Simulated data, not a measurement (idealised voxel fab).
process module | voxel transistor to metal
cross-section cut | 205 nm wide | cells 5 nm
A cross-section is a grid of square cells, given in bands from the top down. A band is one or more rows of cells.
Each band's line starts with the height of the band's top and of its bottom, in nm. Then come its materials from left to right, each with its width in nm. One material with "throughout" fills the band from edge to edge. "air" is empty space.
Height 0 is the level under which the wafer as received is all one material. The lowest band goes on downwards, as in "0 down".
A width such as "30 to 40" changes by the same amount from each row of cells to the next, from the band's top row to its bottom row.
"no change" after a step means that no cell of the cross-section changed.
closed voids: empty space of 8 cells or more with no open way to the top, each as width x height at its distance from the left edge, in nm
after a step's settings: what the simulator itself notes on the step
overlay nm, on a step with a mask: how far to the right of its planned place the mask lay; to the left if negative
plan
1 op RECEIVE | material Si
2 op CONFORMAL_DEP | material SiO2 | thk nm 5
3 op CONFORMAL_DEP | material SiN | thk nm 15
4 op MASKED_ETCH | tone cover | mask id ACTIVE | width nm 95 | etch materials SiN | depth nm 15 | overlay nm 0
5 op MASKED_ETCH | tone cover | mask id ACTIVE | width nm 95 | etch materials SiO2 | depth nm 5 | overlay nm 0
6 op MASKED_ETCH | tone cover | mask id ACTIVE | width nm 95 | etch materials Si | depth nm 25 | overlay nm 0
7 op FILL_DEP | material SiO2 | thk nm 15
8 op CMP | height nm 20
9 op SELECTIVE_ETCH | etch materials SiO2 | depth nm 15
10 op STRIP | etch materials SiN
11 op SELECTIVE_ETCH | etch materials SiO2 | depth nm 5
12 op OXIDIZE | depth nm 5
13 op DIRECTIONAL_DEP | material polySi | thk nm 30
14 op DIRECTIONAL_DEP | material SiCN | thk nm 15
15 op DIRECTIONAL_DEP | material aC | thk nm 15
16 op PATTERN | tone cover | mask id GATE | material resist | width nm 15 | thk nm 35 | overlay nm 0
17 op DIRECTIONAL_ETCH | etch materials aC | depth nm 15
18 op STRIP | etch materials resist
19 op DIRECTIONAL_ETCH | etch materials SiCN | depth nm 25
20 op DIRECTIONAL_ETCH | etch materials polySi | depth nm 40
21 op STRIP | etch materials aC
22 op CONFORMAL_DEP | material SiN | thk nm 5
23 op DIRECTIONAL_ETCH | etch materials SiN | depth nm 5
24 op DIRECTIONAL_ETCH | etch materials SiO2 | depth nm 5
25 op DIRECTIONAL_ETCH | etch materials Si | depth nm 15
26 op EPI | material pSi | thk nm 20
27 op FILL_DEP | material SiO2 | thk nm 5
28 op CMP | height nm 45
29 op DIRECTIONAL_DEP | material SiO2 | thk nm 15
30 op PATTERN | tone open | mask id CONTACT | material resist | width nm 20 | pitch nm 65 | thk nm 15 | overlay nm 0
31 op DIRECTIONAL_ETCH | etch materials SiO2 | depth nm 60
32 op STRIP | etch materials resist
33 op CONFORMAL_DEP | material TiN | thk nm 5
34 op FILL_DEP | material W | thk nm 10
35 op CMP | height nm 60
36 op CONFORMAL_DEP | material SiCN | thk nm 5
37 op DIRECTIONAL_DEP | material lowk | thk nm 20
38 op MASKED_ETCH | tone open | mask id METAL_1 | width nm 20 | pitch nm 65 | etch materials lowk | depth nm 20 | overlay nm 0
39 op MASKED_ETCH | tone open | mask id METAL_1 | width nm 20 | pitch nm 65 | etch materials SiCN | depth nm 5 | overlay nm 0
40 op CONFORMAL_DEP | material TiN | thk nm 5
41 op FILL_DEP | material Cu | thk nm 5
42 op CMP | height nm 85
43 op CONFORMAL_DEP | material SiCN | thk nm 5
44 op DIRECTIONAL_DEP | material SiO2 | thk nm 30
45 op PATTERN | tone open | mask id METAL_2_HOLES | material resist | width nm 15 | pitch nm 65 | thk nm 15 | overlay nm -15
46 op DIRECTIONAL_ETCH | etch materials SiO2 | depth nm 30
47 op STRIP | etch materials resist
48 op MASKED_ETCH | tone open | mask id METAL_2 | width nm 20 | pitch nm 65 | etch materials SiO2 | depth nm 15 | overlay nm 0
49 op MASKED_ETCH | tone open | mask id METAL_2 | width nm 20 | pitch nm 65 | etch materials SiCN | depth nm 5 | overlay nm 0
50 op CONFORMAL_DEP | material TiN | thk nm 5
51 op FILL_DEP | material Cu | thk nm 10
52 op CMP | height nm 120
53 op CONFORMAL_DEP | material SiCN | thk nm 5
varied across the wafers: overlay nm of step 45. The plan shows the first wafer's value. All wafers start alike
first wafer as received, after step 1
  0 down: Si throughout
  closed voids: none
first wafer at the end, after step 53
  125 to 120: SiCN throughout
  120 to 110: SiO2 45 | TiN 5 | Cu 25 | TiN 5 | SiO2 30 | TiN 5 | Cu 25 | TiN 5 | SiO2 60
  110 to 105: SiO2 45 | TiN 5 | Cu 5 | TiN 25 | SiO2 30 | TiN 5 | Cu 5 | TiN 25 | SiO2 60
  105 to 95: SiO2 45 | TiN 5 | Cu 5 | TiN 5 | SiO2 50 | TiN 5 | Cu 5 | TiN 5 | SiO2 80
  95 to 90: SiO2 45 | TiN 15 | SiO2 50 | TiN 15 | SiO2 80
  90 to 85: SiCN throughout
  85 to 65: lowk 60 | TiN 5 | Cu 10 | TiN 5 | lowk 45 | TiN 5 | Cu 10 | TiN 5 | lowk 60
  65 to 60: SiCN 60 | TiN 20 | SiCN 45 | TiN 20 | SiCN 60
  60 to 45: SiO2 60 | TiN 5 | W 10 | TiN 5 | SiO2 45 | TiN 5 | W 10 | TiN 5 | SiO2 60
  45 to 30: SiO2 60 | TiN 5 | W 10 | TiN 5 | SiO2 10 | SiN 5 | SiCN 15 | SiN 5 | SiO2 10 | TiN 5 | W 10 | TiN 5 | SiO2 60
  30 to 20: SiO2 60 | TiN 5 | W 10 | TiN 5 | SiO2 10 | SiN 5 | polySi 15 | SiN 5 | SiO2 10 | TiN 5 | W 10 | TiN 5 | SiO2 60
  20 to 15: SiO2 60 | TiN 20 | SiO2 10 | SiN 5 | polySi 15 | SiN 5 | SiO2 10 | TiN 20 | SiO2 60
  15 to 0: SiO2 60 | TiN 10 | pSi 20 | SiN 5 | polySi 15 | SiN 5 | pSi 20 | TiN 10 | SiO2 60
  0 to -5: SiO2 50 | pSi 40 | SiO2 25 | pSi 40 | SiO2 50
  -5 to -20: SiO2 55 | pSi 35 | Si 25 | pSi 35 | SiO2 55
  -20 to -25: SiO2 55 | Si 95 | SiO2 55
  -25 down: Si throughout
  closed voids: none
last wafer at the end
  125 to 120: SiCN throughout
  120 to 110: SiO2 60 | TiN 5 | Cu 20 | TiN 5 | SiO2 35 | TiN 5 | Cu 20 | TiN 5 | SiO2 50
  110 to 105: SiO2 60 | TiN 20 | Cu 5 | TiN 5 | SiO2 35 | TiN 20 | Cu 5 | TiN 5 | SiO2 50
  105 to 95: SiO2 75 | TiN 5 | Cu 5 | TiN 5 | SiO2 50 | TiN 5 | Cu 5 | TiN 5 | SiO2 50
  95 to 90: SiO2 75 | TiN 15 | SiO2 50 | TiN 15 | SiO2 50
  90 to 85: SiCN 75 | TiN 5 | SiCN 60 | TiN 5 | SiCN 60
  85 to 65: lowk 60 | TiN 5 | Cu 10 | TiN 5 | lowk 45 | TiN 5 | Cu 10 | TiN 5 | lowk 60
  65 to 60: SiCN 60 | TiN 20 | SiCN 45 | TiN 20 | SiCN 60
  60 to 45: SiO2 60 | TiN 5 | W 10 | TiN 5 | SiO2 45 | TiN 5 | W 10 | TiN 5 | SiO2 60
  45 to 30: SiO2 60 | TiN 5 | W 10 | TiN 5 | SiO2 10 | SiN 5 | SiCN 15 | SiN 5 | SiO2 10 | TiN 5 | W 10 | TiN 5 | SiO2 60
  30 to 20: SiO2 60 | TiN 5 | W 10 | TiN 5 | SiO2 10 | SiN 5 | polySi 15 | SiN 5 | SiO2 10 | TiN 5 | W 10 | TiN 5 | SiO2 60
  20 to 15: SiO2 60 | TiN 20 | SiO2 10 | SiN 5 | polySi 15 | SiN 5 | SiO2 10 | TiN 20 | SiO2 60
  15 to 0: SiO2 60 | TiN 10 | pSi 20 | SiN 5 | polySi 15 | SiN 5 | pSi 20 | TiN 10 | SiO2 60
  0 to -5: SiO2 50 | pSi 40 | SiO2 25 | pSi 40 | SiO2 50
  -5 to -20: SiO2 55 | pSi 35 | Si 25 | pSi 35 | SiO2 55
  -20 to -25: SiO2 55 | Si 95 | SiO2 55
  -25 down: Si throughout
  closed voids: none
each wafer at the end: cells of each material gained (+) or lost (-) since it was received, then its closed voids
overlay nm -15 | +42 Cu | -171 Si | +124 SiCN | +18 SiN | +638 SiO2 | +110 TiN | +32 W | +132 lowk | +82 pSi | +18 polySi | closed voids: none
overlay nm -10 | +38 Cu | -171 Si | +122 SiCN | +18 SiN | +644 SiO2 | +110 TiN | +32 W | +132 lowk | +82 pSi | +18 polySi | closed voids: none
overlay nm -5 | +34 Cu | -171 Si | +120 SiCN | +18 SiN | +650 SiO2 | +110 TiN | +32 W | +132 lowk | +82 pSi | +18 polySi | closed voids: none
overlay nm 0 | +32 Cu | -171 Si | +118 SiCN | +18 SiN | +656 SiO2 | +108 TiN | +32 W | +132 lowk | +82 pSi | +18 polySi | closed voids: none
overlay nm 5 | +32 Cu | -171 Si | +118 SiCN | +18 SiN | +656 SiO2 | +108 TiN | +32 W | +132 lowk | +82 pSi | +18 polySi | closed voids: none
overlay nm 10 | +34 Cu | -171 Si | +120 SiCN | +18 SiN | +650 SiO2 | +110 TiN | +32 W | +132 lowk | +82 pSi | +18 polySi | closed voids: none
overlay nm 15 | +38 Cu | -171 Si | +122 SiCN | +18 SiN | +644 SiO2 | +110 TiN | +32 W | +132 lowk | +82 pSi | +18 polySi | closed voids: none
